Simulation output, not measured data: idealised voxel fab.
The following process module bears the name voxel lift off.
The figure presents cross-section cut, which has a width of 240 nm and is divided into square cells with an edge length of 5 nm.
A cross-section is a grid of square cells, given in bands from the top down. A band is one or more rows of cells. The entry gives the band's vertical extent as a top height and a bottom height in nm, then its horizontal make-up as materials from left to right, each with a width in nm. "empty" stands for empty space; a single material marked "throughout" fills the band edge to edge. Below 0: as-received wafer, all one material; heights counted from there. Lowest band: no bottom, goes on down, written "0 nm and below". Read "30..40" as a graded width: first number on top, second number at the bottom, same change between each pair of neighbouring rows. When a step is marked "all unchanged", none of the cells in the cross-section changed during that step. "Sealed void list" specifies each empty space that is not open to the top and that occupies no fewer than 8 cells, using the form width x height at distance, the distance measured from the left edge and all three quantities in nm. Anything after a step's settings on that line? It's the simulator's own note about the step. Among the settings permitted on a step's line is "overlay nm"; applied to a step with a mask, it specifies the extent to which the mask lay to the right of its planned position, whereas a negative figure signifies a position to the left.

PROCESS STEPS (PLANNED)
1) RECEIVE with material Si
2) CONFORMAL_DEP with material Al2O3, thk nm 5
3) PATTERN with tone open, mask id LINES, material resist, width nm 25, pitch nm 55, thk nm 20, overlay nm 0
4) DIRECTIONAL_DEP with material Ru, thk nm 5
5) STRIP with etch materials resist
6) CONFORMAL_DEP with material SiN, thk nm 10

RECEIVED-STATE CROSS-SECTION, REFLECTING COMPLETION OF STEP 1
* 0 nm and below  Si throughout
* Sealed void list: none

WAFER CROSS-SECTION AT MODULE END: FIRST OF TWO, RUN TO PLAN
* 20 nm to 15 nm  empty (70) / SiN (45) / empty (10) / SiN (45) / empty (70)
* 15 nm to 10 nm  SiN throughout
* 10 nm to 5 nm  SiN (80) / Ru (25) / SiN (30) / Ru (25) / SiN (80)
* 5 nm to 0 nm  Al2O3 throughout
* 0 nm and below  Si throughout
* Sealed void list: none

END OF MODULE, SECOND WAFER, CROSS-SECTION. STARTED LIKE THE FIRST, PLANNED LIKE THE FIRST, RUN WITH ONE MISTAKE
* 20 nm to 15 nm  empty (70) / SiN (45) / empty (10) / SiN (45) / empty (70)
* 15 nm to 10 nm  SiN throughout
* 10 nm to 5 nm  SiN (80) / Ru (25) / SiN (30) / Ru (25) / SiN (80)
* 5 nm to 0 nm  SiN throughout
* 0 nm and below  Si throughout
* Sealed void list: none
Which mistake was made when the wafer was run? it should be noted that step 2 was executed with settings other than those planned, the operation and settings actually applied being CONFORMAL_DEP with material SiN, thk nm 5
The final cell counts differ between the wafers, with the second having more or fewer of some materials than the first: Al2O3: 48 fewer | SiN: 48 more
